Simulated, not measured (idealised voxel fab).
process module | voxel gate over fins
cross-section cut | 260 nm wide | cells 5 nm
A cross-section is a grid of square cells, given in bands from the top down. A band is one or more rows of cells.
Each band's line starts with the height of the band's top and of its bottom, in nm. Then come its materials from left to right, each with its width in nm. One material with "throughout" fills the band from edge to edge. "air" is empty space.
Height 0 is the level under which the wafer as received is all one material. The lowest band goes on downwards, as in "0 down".
A width such as "30 to 40" changes by the same amount from each row of cells to the next, from the band's top row to its bottom row.
"no change" after a step means that no cell of the cross-section changed.
closed voids: empty space of 8 cells or more with no open way to the top, each as width x height at its distance from the left edge, in nm
after a step's settings: what the simulator itself notes on the step
overlay nm, on a step with a mask: how far to the right of its planned place the mask lay; to the left if negative
plan
1 op RECEIVE | material Si
2 op CONFORMAL_DEP | material SiN | thk nm 10
3 op MASKED_ETCH | tone cover | mask id FINS | width nm 15 | pitch nm 45 | etch materials SiN | depth nm 10 | overlay nm 0
4 op MASKED_ETCH | tone cover | mask id FINS | width nm 15 | pitch nm 45 | etch materials Si | depth nm 35 | overlay nm 0
5 op OXIDIZE | depth nm 5
6 op FILL_DEP | material SiO2 | thk nm 15
7 op CMP | height nm 10
8 op SELECTIVE_ETCH | etch materials SiO2 | depth nm 20
9 op STRIP | etch materials SiN
10 op CONFORMAL_DEP | material HfO2 | thk nm 5
11 op CONFORMAL_DEP | material TiN | thk nm 5
12 op CONFORMAL_DEP | material TiAl | thk nm 5
13 op CONFORMAL_DEP | material TiN | thk nm 5
14 op FILL_DEP | material W | thk nm 15
15 op CMP | height nm 30
16 op CONFORMAL_DEP | material SiN | thk nm 10
as received, after step 1
  0 down: Si throughout
  closed voids: none
a wafer at the end: this start, this plan, one mistake
  40 to 30: SiN throughout
  30 to 25: W 50 | TiN 155 | W 55
  25 to 20: W 50 | TiN 5 | TiAl 145 | TiN 5 | W 55
  20 to 15: TiN 55 | TiAl 5 | TiN 135 | TiAl 5 | TiN 60
  15 to 10: TiAl 60 | TiN 135 | TiAl 65
  10 to 5: TiN throughout
  5 to 0: TiN 75 | HfO2 15 | TiN 30 | HfO2 15 | TiN 30 | HfO2 15 | TiN 80
  0 to -5: TiN 75 | HfO2 5 | Si 5 | HfO2 5 | TiN 30 | HfO2 5 | Si 5 | HfO2 5 | TiN 30 | HfO2 5 | Si 5 | HfO2 5 | TiN 80
  -5 to -10: HfO2 80 | Si 5 | HfO2 40 | Si 5 | HfO2 40 | Si 5 | HfO2 85
  -10 to -40: SiO2 80 | Si 5 | SiO2 40 | Si 5 | SiO2 40 | Si 5 | SiO2 85
  -40 down: Si throughout
  closed voids: none
what went wrong: step 11 ran as: op CONFORMAL_DEP | material TiN | thk nm 15
